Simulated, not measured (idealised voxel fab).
This section sets out a process module, namely voxel trench capacitor.
Cross-section cut spans 290 nm and uses square cells 5 nm in size.
Heads up, the way a cross-section reads in here is a grid of square cells, handed over as bands from the top down, with every band being one or more rows of cells.
Heights first: top, then bottom, in nm. Then materials, left to right, each with a width in nm. "full width" on a single material: fills the band edge to edge. "air": empty space.
It should be noted that heights are counted from 0, beneath which the wafer as supplied is of one material throughout, and that the lowest band possesses no lower boundary but continues downward, as written in "0 nm and below".
A two-number width, for instance "30 to 40", indicates that the width is equal to the first number in the top row of the band and to the second number in the bottom row, and that it changes by a constant amount per row of cells.
Step marked "no change occurred"? Then no cell in the cross-section changed in it.
Entry "Sealed cavities". Content: empty spaces with no open connection to the top, size 8 cells or greater. Each: width x height at distance. Distance: from left edge. Unit: nm.
Text after the settings on a step's line: the simulator's own remark on that step.
On any step carrying a mask, the "overlay nm" setting, if present on the step's line, tells how far right of its planned place the mask lay; negative values point to the left.

[Steps in the process plan]
1) op RECEIVE | material Si
2) op CONFORMAL_DEP | material SiN | thk nm 5
3) op DIRECTIONAL_DEP | material aC | thk nm 10
4) op PATTERN | tone open | mask id TRENCH | material resist | width nm 30 | pitch nm 55 | thk nm 25 | overlay nm 0
5) op DIRECTIONAL_ETCH | etch materials aC | depth nm 10
6) op STRIP | etch materials resist
7) op DIRECTIONAL_ETCH | etch materials SiN | depth nm 5
8) op DIRECTIONAL_ETCH | etch materials Si | depth nm 40
9) op STRIP | etch materials aC
10) op CONFORMAL_DEP | material HfO2 | thk nm 5
11) op CONFORMAL_DEP | material TiN | thk nm 5
12) op FILL_DEP | material W | thk nm 5
13) op CMP | height nm 5

[Wafer as received: cross-section following step 1]
  0 nm and below  Si full width
  Sealed cavities: none

[a wafer at the end: this start, this plan, one mistake]
  5 nm to 0 nm  SiN 45 / HfO2 5 / TiN 5 / W 10 / TiN 5 / HfO2 5 / SiN 25 / HfO2 5 / TiN 5 / W 10 / TiN 5 / HfO2 5 / SiN 25 / HfO2 5 / TiN 5 / W 10 / TiN 5 / HfO2 5 / SiN 25 / HfO2 5 / TiN 5 / W 10 / TiN 5 / HfO2 5 / SiN 50
  0 nm to -70 nm  Si 45 / HfO2 5 / TiN 5 / W 10 / TiN 5 / HfO2 5 / Si 25 / HfO2 5 / TiN 5 / W 10 / TiN 5 / HfO2 5 / Si 25 / HfO2 5 / TiN 5 / W 10 / TiN 5 / HfO2 5 / Si 25 / HfO2 5 / TiN 5 / W 10 / TiN 5 / HfO2 5 / Si 50
  -70 nm to -75 nm  Si 45 / HfO2 5 / TiN 20 / HfO2 5 / Si 25 / HfO2 5 / TiN 20 / HfO2 5 / Si 25 / HfO2 5 / TiN 20 / HfO2 5 / Si 25 / HfO2 5 / TiN 20 / HfO2 5 / Si 50
  -75 nm to -80 nm  Si 45 / HfO2 30 / Si 25 / HfO2 30 / Si 25 / HfO2 30 / Si 25 / HfO2 30 / Si 50
  -80 nm and below  Si full width
  Sealed cavities: none
what went wrong: execution of plan step 8 occurred twice
